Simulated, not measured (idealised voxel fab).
Process module, titled voxel double patterning
This is section cut - it's 155 nm across, gridded in 5 nm square cells.
Throughout this document, each cross-section is represented as a grid of square cells and is presented as a sequence of bands enumerated from the top downward, where a band comprises one or more rows of cells.
This entry defines a band. It first specifies the height of the band's top and the height of its bottom in nm, and then specifies the band's materials from left to right, stating each material with its width in nm. The word "full width" identifies a single material that fills the band from edge to edge, while the word "air" identifies empty space.
The level at which height equals 0 is the one under which the wafer, as it arrives, is entirely one material. No lower edge exists for the bottom band, which continues downward and is notated as in "from 0 down".
Quick explanation for "30->40": the width changes in equal steps down the rows of cells, from the first number in the band's top row to the second number in its bottom row.
Given "no modification" for a step, no cell of the cross-section differs between before and after that step.
"Closed void roster": empty spaces of 8 cells or more with no open way to the top, each given as width x height at distance, distance from the left edge, all in nm.
Past the settings on a step's line: simulator remark, on that step.
overlay nm: mask right of planned place by this much (step with mask). Neg. = left.

# The following list gives the planned process steps
1. op RECEIVE | material Si
2. op CONFORMAL_DEP | material SiO2 | thk nm 5
3. op DIRECTIONAL_DEP | material polySi | thk nm 10
4. op DIRECTIONAL_DEP | material SiN | thk nm 10
5. op MASKED_ETCH | tone open | mask id FIRST | width nm 15 | pitch nm 50 | etch materials SiN | depth nm 10 | overlay nm 0
6. op PATTERN | tone open | mask id SECOND | material resist | width nm 15 | pitch nm 50 | thk nm 15 | overlay nm 0
7. op DIRECTIONAL_ETCH | etch materials SiN | depth nm 10
8. op STRIP | etch materials resist
9. op DIRECTIONAL_ETCH | etch materials polySi | depth nm 10
10. op STRIP | etch materials SiN

# Incoming wafer in cross-section (state: after step 1)
	from 0 down: Si full width
	Closed void roster: none

# Cross-sectional image of the first of two wafers at the end of the module, the run having proceeded as planned
	from 15 to 5: polySi 20 | air 15 | polySi 10 | air 15 | polySi 10 | air 15 | polySi 10 | air 15 | polySi 10 | air 15 | polySi 20
	from 5 to 0: SiO2 full width
	from 0 down: Si full width
	Closed void roster: none

# Second wafer cross-section at end of module - shared start and plan with the first, one mistake in the run
	from 15 to 5: polySi 20 | air 15 | polySi 5 | air 25 | polySi 5 | air 15 | polySi 5 | air 25 | polySi 5 | air 15 | polySi 20
	from 5 to 0: SiO2 full width
	from 0 down: Si full width
	Closed void roster: none
Error vs. plan: step 6 was not run as planned; what actually ran was op PATTERN | tone open | mask id SECOND | material resist | width nm 25 | pitch nm 50 | thk nm 15 | overlay nm 0
Looking at both finished wafers in cells, the second ends up ahead of or behind the first on some materials: polySi: 8 fewer
